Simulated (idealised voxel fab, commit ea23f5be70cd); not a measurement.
Process module name: voxel gate over fins
This is section cut - it's 220 nm across, gridded in 5 nm square cells.
The cross-sections in this document take the form of a grid made of square cells. They are written out as bands, in order from top to bottom. Each band consists of one or more rows of cells. First you get the band's top height and its bottom height, in nm, and then the materials it's made of, left to right, with each width in nm. If you see a single material with "everywhere", that one covers the band edge to edge. "empty" is empty space. Heights are measured from 0, the level below which the as-received wafer is all one material; the lowest band has no bottom and continues downward, written as in "0 nm and below". The two numbers in a width such as "30..40" mark its ends across the band: the first belongs to the top row of cells, the second to the bottom row, and from each row to the next the width moves by the same amount. Where the words "same as before" appear for a step, the cross-section shows no cell changed by that step; every cell remained as before. Look at "Enclosed void entries" for the closed voids: empty spaces with no open path to the top, sized 8 cells or up. Each is width x height at distance, distance from the left edge, all nm. Post-settings text on a step line: simulator's own remark regarding the step. overlay nm: mask right of planned place by this much (step with mask). Neg. = left.

PLAN
1,RECEIVE (material Si)
2,CONFORMAL_DEP (material SiN; thk nm 5)
3,MASKED_ETCH (tone cover; mask id FINS; width nm 15; pitch nm 45; etch materials SiN; depth nm 5; overlay nm 0)
4,MASKED_ETCH (tone cover; mask id FINS; width nm 15; pitch nm 45; etch materials Si; depth nm 30; overlay nm 0)
5,FILL_DEP (material SiO2; thk nm 15)
6,CMP (height nm 5)
7,SELECTIVE_ETCH (etch materials SiO2; depth nm 20)
8,STRIP (etch materials SiN)
9,CONFORMAL_DEP (material HfO2; thk nm 5)
10,CONFORMAL_DEP (material TiN; thk nm 5)
11,FILL_DEP (material W; thk nm 15)
12,CMP (height nm 20)
13,CONFORMAL_DEP (material SiN; thk nm 5)

SHOWN IN CROSS-SECTION IS THE WAFER AS RECEIVED, THAT IS, AS IT STANDS AFTER STEP 1
- 0 nm and below  Si everywhere
- Enclosed void entries: none

THE FIRST OF TWO WAFERS, CROSS-SECTIONED AT THE END OF THE MODULE, WITH THE RUN PROCEEDING AS PLANNED
- 25 nm to 20 nm  SiN everywhere
- 20 nm to 10 nm  W everywhere
- 10 nm to 5 nm  W (25), TiN (35), W (10), TiN (35), W (10), TiN (35), W (10), TiN (35), W (25)
- 5 nm to 0 nm  W (25), TiN (5), HfO2 (25), TiN (5), W (10), TiN (5), HfO2 (25), TiN (5), W (10), TiN (5), HfO2 (25), TiN (5), W (10), TiN (5), HfO2 (25), TiN (5), W (25)
- 0 nm to -5 nm  W (25), TiN (5), HfO2 (5), Si (15), HfO2 (5), TiN (5), W (10), TiN (5), HfO2 (5), Si (15), HfO2 (5), TiN (5), W (10), TiN (5), HfO2 (5), Si (15), HfO2 (5), TiN (5), W (10), TiN (5), HfO2 (5), Si (15), HfO2 (5), TiN (5), W (25)
- -5 nm to -10 nm  TiN (30), HfO2 (5), Si (15), HfO2 (5), TiN (20), HfO2 (5), Si (15), HfO2 (5), TiN (20), HfO2 (5), Si (15), HfO2 (5), TiN (20), HfO2 (5), Si (15), HfO2 (5), TiN (30)
- -10 nm to -15 nm  HfO2 (35), Si (15), HfO2 (30), Si (15), HfO2 (30), Si (15), HfO2 (30), Si (15), HfO2 (35)
- -15 nm to -30 nm  SiO2 (35), Si (15), SiO2 (30), Si (15), SiO2 (30), Si (15), SiO2 (30), Si (15), SiO2 (35)
- -30 nm and below  Si everywhere
- Enclosed void entries: none

WAFER TWO, SECTIONED AFTER THE MODULE: THE FIRST WAFER'S START, THE FIRST WAFER'S PLAN, AND ONE MISTAKE IN HOW IT WAS RUN
- 25 nm to 20 nm  SiN everywhere
- 20 nm to 15 nm  W everywhere
- 15 nm to 10 nm  TiN everywhere
- 10 nm to 5 nm  HfO2 everywhere
- 5 nm to 0 nm  TiN everywhere
- 0 nm and below  Si everywhere
- Enclosed void entries: none
What broke from the plan during processing? step 2 was run on a setting that differed from the plan, and what really ran there is CONFORMAL_DEP (material TiN; thk nm 5)
At the finish, the second wafer shows more or fewer cells for some materials than the first does: HfO2: 24 fewer; Si: 192 more; SiO2: 96 fewer; TiN: 20 more; W: 92 fewer
